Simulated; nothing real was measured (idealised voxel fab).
process module | voxel self aligned vias
cross-section cut | 155 nm wide | cells 5 nm
A cross-section is a grid of square cells, given in bands from the top down. A band is one or more rows of cells.
Each band's line starts with the height of the band's top and of its bottom, in nm. Then come its materials from left to right, each with its width in nm. One material with "throughout" fills the band from edge to edge. "air" is empty space.
Height 0 is the level under which the wafer as received is all one material. The lowest band goes on downwards, as in "0 down".
A width such as "30 to 40" changes by the same amount from each row of cells to the next, from the band's top row to its bottom row.
"no change" after a step means that no cell of the cross-section changed.
closed voids: empty space of 8 cells or more with no open way to the top, each as width x height at its distance from the left edge, in nm
after a step's settings: what the simulator itself notes on the step
overlay nm, on a step with a mask: how far to the right of its planned place the mask lay; to the left if negative
plan
1 op RECEIVE | material Si
2 op CONFORMAL_DEP | material SiO2 | thk nm 10
3 op CONFORMAL_DEP | material SiCN | thk nm 5
4 op DIRECTIONAL_DEP | material SiO2 | thk nm 20
5 op DIRECTIONAL_DEP | material aC | thk nm 15
6 op PATTERN | tone open | mask id LINES | material resist | width nm 25 | pitch nm 60 | thk nm 35 | overlay nm 0
7 op DIRECTIONAL_ETCH | etch materials aC | depth nm 15
8 op STRIP | etch materials resist
9 op DIRECTIONAL_ETCH | etch materials SiO2 | depth nm 20
10 op STRIP | etch materials aC
11 op CONFORMAL_DEP | material TiN | thk nm 5
12 op FILL_DEP | material W | thk nm 10
13 op CMP | height nm 35
14 op SELECTIVE_ETCH | etch materials W Ru TiN | depth nm 10
15 op FILL_DEP | material SiN | thk nm 10
16 op CMP | height nm 35
17 op DIRECTIONAL_DEP | material SiO2 | thk nm 15
18 op PATTERN | tone open | mask id VIAS | material resist | width nm 35 | pitch nm 60 | thk nm 15 | overlay nm 0
19 op DIRECTIONAL_ETCH | etch materials SiO2 | depth nm 15
20 op DIRECTIONAL_ETCH | etch materials SiN | depth nm 5
21 op STRIP | etch materials resist
22 op CONFORMAL_DEP | material TiN | thk nm 5
23 op FILL_DEP | material W | thk nm 5
24 op CMP | height nm 50
25 op CONFORMAL_DEP | material SiCN | thk nm 5
varied across the wafers: depth nm of step 20. The plan shows the first wafer's value. All wafers start alike
first wafer as received, after step 1
  0 down: Si throughout
  closed voids: none
each wafer at the end: cells of each material gained (+) or lost (-) since it was received, then its closed voids
depth nm 5 | +62 SiCN | +10 SiN | +197 SiO2 | +40 TiN | +32 W | closed voids: none
depth nm 10 | +62 SiCN | +197 SiO2 | +44 TiN | +38 W | closed voids: none
depth nm 15 | +62 SiCN | +197 SiO2 | +44 TiN | +38 W | closed voids: none
depth nm 20 | +62 SiCN | +197 SiO2 | +44 TiN | +38 W | closed voids: none
depth nm 25 | +62 SiCN | +197 SiO2 | +44 TiN | +38 W | closed voids: none
